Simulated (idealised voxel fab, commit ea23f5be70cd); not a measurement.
process module | voxel air gaps
The width of the displayed cross-section, cut, is 290 nm; its cells are square, with a size of 5 nm.
This document writes a cross-section as a grid whose cells are square, and gives it as bands, listed from the top down; one or more rows of cells form a band. Top height, bottom height, nm. Materials left to right, width each, nm. Single material + "throughout" = fills band edge to edge. "empty" = empty. Basically, 0 is our baseline, since under it the wafer straight out of the box is all one material. The bottom band has no lower end and keeps on going down, so it looks like "0 nm and below". A two-number width, for instance "30..40", indicates that the width is equal to the first number in the top row of the band and to the second number in the bottom row, and that it changes by a constant amount per row of cells. A step reported as "identical to before" is a step in which no cell of the cross-section changed. Listed in "Sealed internal voids": every empty space of 8 or more cells without an open way to the top. Form: width x height at distance, the distance being from the left edge, all in nm. after a step's settings: what the simulator itself notes on the step. Among the settings permitted on a step's line is "overlay nm"; applied to a step with a mask, it specifies the extent to which the mask lay to the right of its planned position, whereas a negative figure signifies a position to the left.
These are the steps we planned for the process:
step 1: op RECEIVE | material Si
step 2: op CONFORMAL_DEP | material SiO2 | thk nm 10
step 3: op CONFORMAL_DEP | material SiCN | thk nm 5
step 4: op DIRECTIONAL_DEP | material lowk | thk nm 40
step 5: op PATTERN | tone open | mask id LINES | material resist | width nm 15 | pitch nm 40 | thk nm 15 | overlay nm 0
step 6: op DIRECTIONAL_ETCH | etch materials lowk | depth nm 40
step 7: op STRIP | etch materials resist
step 8: op CONFORMAL_DEP | material TiN | thk nm 5
step 9: op FILL_DEP | material Ru | thk nm 10
step 10: op CMP | height nm 55
step 11: op EPI | material Ru | thk nm 10
step 12: op SELECTIVE_ETCH | etch materials lowk | depth nm 50
step 13: op CONFORMAL_DEP | material SiCN | thk nm 5
First of the two wafers, run per plan:
Cross-section, incoming material, after step 1:
0 nm and below | Si throughout
Sealed internal voids: none
Cross-sectional representation of the wafer at the conclusion of step 2:
10 nm to 0 nm | SiO2 throughout
At heights below 0, the structure remains unaltered.
Cross-sectional representation of the wafer at the conclusion of step 3:
15 nm to 10 nm | SiCN throughout
At heights below 10, the structure remains unaltered.
Cross-sectional representation of the wafer at the conclusion of step 4:
55 nm to 15 nm | lowk throughout
At heights below 15, the structure remains unaltered.
Cross-sectional representation of the wafer at the conclusion of step 5:
70 nm to 55 nm | 95 of resist  15 of empty  25 of resist  15 of empty  25 of resist  15 of empty  100 of resist
At heights below 55, the structure remains unaltered.
Cross-sectional representation of the wafer at the conclusion of step 6:
70 nm to 55 nm | 95 of resist  15 of empty  25 of resist  15 of empty  25 of resist  15 of empty  100 of resist
55 nm to 15 nm | 95 of lowk  15 of empty  25 of lowk  15 of empty  25 of lowk  15 of empty  100 of lowk
At heights below 15, the structure remains unaltered.
Cross-sectional representation of the wafer at the conclusion of step 7:
55 nm to 15 nm | 95 of lowk  15 of empty  25 of lowk  15 of empty  25 of lowk  15 of empty  100 of lowk
At heights below 15, the structure remains unaltered.
Cross-sectional representation of the wafer at the conclusion of step 8:
60 nm to 55 nm | 100 of TiN  5 of empty  35 of TiN  5 of empty  35 of TiN  5 of empty  105 of TiN
55 nm to 20 nm | 95 of lowk  5 of TiN  5 of empty  5 of TiN  25 of lowk  5 of TiN  5 of empty  5 of TiN  25 of lowk  5 of TiN  5 of empty  5 of TiN  100 of lowk
20 nm to 15 nm | 95 of lowk  15 of TiN  25 of lowk  15 of TiN  25 of lowk  15 of TiN  100 of lowk
At heights below 15, the structure remains unaltered.
Cross-sectional representation of the wafer at the conclusion of step 9:
70 nm to 60 nm | Ru throughout
60 nm to 55 nm | 100 of TiN  5 of Ru  35 of TiN  5 of Ru  35 of TiN  5 of Ru  105 of TiN
55 nm to 20 nm | 95 of lowk  5 of TiN  5 of Ru  5 of TiN  25 of lowk  5 of TiN  5 of Ru  5 of TiN  25 of lowk  5 of TiN  5 of Ru  5 of TiN  100 of lowk
At heights below 20, the structure remains unaltered.
Cross-sectional representation of the wafer at the conclusion of step 10:
55 nm to 20 nm | 95 of lowk  5 of TiN  5 of Ru  5 of TiN  25 of lowk  5 of TiN  5 of Ru  5 of TiN  25 of lowk  5 of TiN  5 of Ru  5 of TiN  100 of lowk
At heights below 20, the structure remains unaltered.
Cross-sectional representation of the wafer at the conclusion of step 11:
65 nm to 55 nm | 85 of empty  35 of Ru  5 of empty  35 of Ru  5 of empty  35 of Ru  90 of empty
At heights below 55, the structure remains unaltered.
Cross-sectional representation of the wafer at the conclusion of step 12:
65 nm to 55 nm | 85 of empty  35 of Ru  5 of empty  35 of Ru  5 of empty  35 of Ru  90 of empty
55 nm to 20 nm | 95 of empty  5 of TiN  5 of Ru  5 of TiN  25 of empty  5 of TiN  5 of Ru  5 of TiN  25 of empty  5 of TiN  5 of Ru  5 of TiN  100 of empty
20 nm to 15 nm | 95 of empty  15 of TiN  25 of empty  15 of TiN  25 of empty  15 of TiN  100 of empty
At heights below 15, the structure remains unaltered.
Cross-sectional representation of the wafer at the conclusion of step 13:
70 nm to 65 nm | 80 of empty  125 of SiCN  85 of empty
65 nm to 55 nm | 80 of empty  5 of SiCN  35 of Ru  5 of SiCN  35 of Ru  5 of SiCN  35 of Ru  5 of SiCN  85 of empty
55 nm to 50 nm | 80 of empty  15 of SiCN  5 of TiN  5 of Ru  5 of TiN  25 of SiCN  5 of TiN  5 of Ru  5 of TiN  25 of SiCN  5 of TiN  5 of Ru  5 of TiN  15 of SiCN  85 of empty
50 nm to 20 nm | 90 of empty  5 of SiCN  5 of TiN  5 of Ru  5 of TiN  5 of SiCN  15 of empty  5 of SiCN  5 of TiN  5 of Ru  5 of TiN  5 of SiCN  15 of empty  5 of SiCN  5 of TiN  5 of Ru  5 of TiN  5 of SiCN  95 of empty
20 nm to 15 nm | 95 of SiCN  15 of TiN  25 of SiCN  15 of TiN  25 of SiCN  15 of TiN  100 of SiCN
At heights below 15, the structure remains unaltered.
Sealed internal voids: 15 x 30 at 115; 15 x 30 at 155
Second wafer: same start and same plan as the first, one execution error; identical to the first through step 4:
Second wafer, cross-section, planned end of step 5:
70 nm to 55 nm | 95 of empty  15 of resist  25 of empty  15 of resist  25 of empty  15 of resist  100 of empty
At heights below 55, the structure remains unaltered.
Second wafer, cross-section, planned end of step 6:
70 nm to 55 nm | 95 of empty  15 of resist  25 of empty  15 of resist  25 of empty  15 of resist  100 of empty
55 nm to 15 nm | 95 of empty  15 of lowk  25 of empty  15 of lowk  25 of empty  15 of lowk  100 of empty
At heights below 15, the structure remains unaltered.
Second wafer, cross-section, planned end of step 7:
55 nm to 15 nm | 95 of empty  15 of lowk  25 of empty  15 of lowk  25 of empty  15 of lowk  100 of empty
At heights below 15, the structure remains unaltered.
Second wafer, cross-section, planned end of step 8:
60 nm to 55 nm | 90 of empty  25 of TiN  15 of empty  25 of TiN  15 of empty  25 of TiN  95 of empty
55 nm to 20 nm | 90 of empty  5 of TiN  15 of lowk  5 of TiN  15 of empty  5 of TiN  15 of lowk  5 of TiN  15 of empty  5 of TiN  15 of lowk  5 of TiN  95 of empty
20 nm to 15 nm | 95 of TiN  15 of lowk  25 of TiN  15 of lowk  25 of TiN  15 of lowk  100 of TiN
At heights below 15, the structure remains unaltered.
Second wafer, cross-section, planned end of step 9:
70 nm to 60 nm | Ru throughout
60 nm to 55 nm | 90 of Ru  25 of TiN  15 of Ru  25 of TiN  15 of Ru  25 of TiN  95 of Ru
55 nm to 20 nm | 90 of Ru  5 of TiN  15 of lowk  5 of TiN  15 of Ru  5 of TiN  15 of lowk  5 of TiN  15 of Ru  5 of TiN  15 of lowk  5 of TiN  95 of Ru
At heights below 20, the structure remains unaltered.
Second wafer, cross-section, planned end of step 10:
55 nm to 20 nm | 90 of Ru  5 of TiN  15 of lowk  5 of TiN  15 of Ru  5 of TiN  15 of lowk  5 of TiN  15 of Ru  5 of TiN  15 of lowk  5 of TiN  95 of Ru
At heights below 20, the structure remains unaltered.
Second wafer, cross-section, planned end of step 11:
65 nm to 55 nm | Ru throughout
At heights below 55, the structure remains unaltered.
Second wafer, cross-section, planned end of step 12: identical to before
Second wafer, cross-section, planned end of step 13:
70 nm to 65 nm | SiCN throughout
At heights below 65, the structure remains unaltered.
Nonconformance to the process plan: step 5 ran as: op PATTERN | tone cover | mask id LINES | material resist | width nm 15 | pitch nm 40 | thk nm 15 | overlay nm 0
The second wafer ends with more or fewer cells of some materials than the first, per final count: 354 more of Ru; 76 fewer of SiCN; 40 more of TiN; 72 more of lowk
Upon completion, the first wafer exhibits 2 closed voids and the second wafer exhibits 0.
